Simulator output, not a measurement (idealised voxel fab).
process module | voxel lift off
cross-section cut | 220 nm wide | cells 5 nm
A cross-section is a grid of square cells, given in bands from the top down. A band is one or more rows of cells.
Each band's line starts with the height of the band's top and of its bottom, in nm. Then come its materials from left to right, each with its width in nm. One material with "throughout" fills the band from edge to edge. "air" is empty space.
Height 0 is the level under which the wafer as received is all one material. The lowest band goes on downwards, as in "0 down".
A width such as "30 to 40" changes by the same amount from each row of cells to the next, from the band's top row to its bottom row.
"no change" after a step means that no cell of the cross-section changed.
closed voids: empty space of 8 cells or more with no open way to the top, each as width x height at its distance from the left edge, in nm
after a step's settings: what the simulator itself notes on the step
overlay nm, on a step with a mask: how far to the right of its planned place the mask lay; to the left if negative
plan
1 op RECEIVE | material Si
2 op CONFORMAL_DEP | material SiN | thk nm 15
3 op PATTERN | tone open | mask id LINES | material resist | width nm 25 | pitch nm 40 | thk nm 20 | overlay nm 0
4 op DIRECTIONAL_DEP | material Ru | thk nm 5
5 op STRIP | etch materials resist
6 op CONFORMAL_DEP | material SiN | thk nm 5
first wafer, as planned
as received, after step 1
  0 down: Si throughout
  closed voids: none
after step 2
  15 to 0: SiN throughout
  below 0: unchanged
after step 3
  35 to 15: resist 55 | air 25 | resist 15 | air 25 | resist 15 | air 25 | resist 60
  below 15: unchanged
after step 4
  40 to 35: Ru 55 | air 25 | Ru 15 | air 25 | Ru 15 | air 25 | Ru 60
  35 to 20: resist 55 | air 25 | resist 15 | air 25 | resist 15 | air 25 | resist 60
  20 to 15: resist 55 | Ru 25 | resist 15 | Ru 25 | resist 15 | Ru 25 | resist 60
  below 15: unchanged
after step 5
  20 to 15: air 55 | Ru 25 | air 15 | Ru 25 | air 15 | Ru 25 | air 60
  below 15: unchanged
after step 6
  25 to 20: air 50 | SiN 35 | air 5 | SiN 35 | air 5 | SiN 35 | air 55
  20 to 15: SiN 55 | Ru 25 | SiN 15 | Ru 25 | SiN 15 | Ru 25 | SiN 60
  below 15: unchanged
second wafer: like start, like plan, one mistake. Through step 1 it matches the first wafer
when step 2 should have ended
  30 to 0: SiN throughout
  below 0: unchanged
when step 3 should have ended
  50 to 30: resist 55 | air 25 | resist 15 | air 25 | resist 15 | air 25 | resist 60
  below 30: unchanged
when step 4 should have ended
  55 to 50: Ru 55 | air 25 | Ru 15 | air 25 | Ru 15 | air 25 | Ru 60
  50 to 35: resist 55 | air 25 | resist 15 | air 25 | resist 15 | air 25 | resist 60
  35 to 30: resist 55 | Ru 25 | resist 15 | Ru 25 | resist 15 | Ru 25 | resist 60
  below 30: unchanged
when step 5 should have ended
  35 to 30: air 55 | Ru 25 | air 15 | Ru 25 | air 15 | Ru 25 | air 60
  below 30: unchanged
when step 6 should have ended
  40 to 35: air 50 | SiN 35 | air 5 | SiN 35 | air 5 | SiN 35 | air 55
  35 to 30: SiN 55 | Ru 25 | SiN 15 | Ru 25 | SiN 15 | Ru 25 | SiN 60
  below 30: unchanged
what went wrong: step 2 was run twice
at the end the second wafer has, in cells: 132 more of SiN
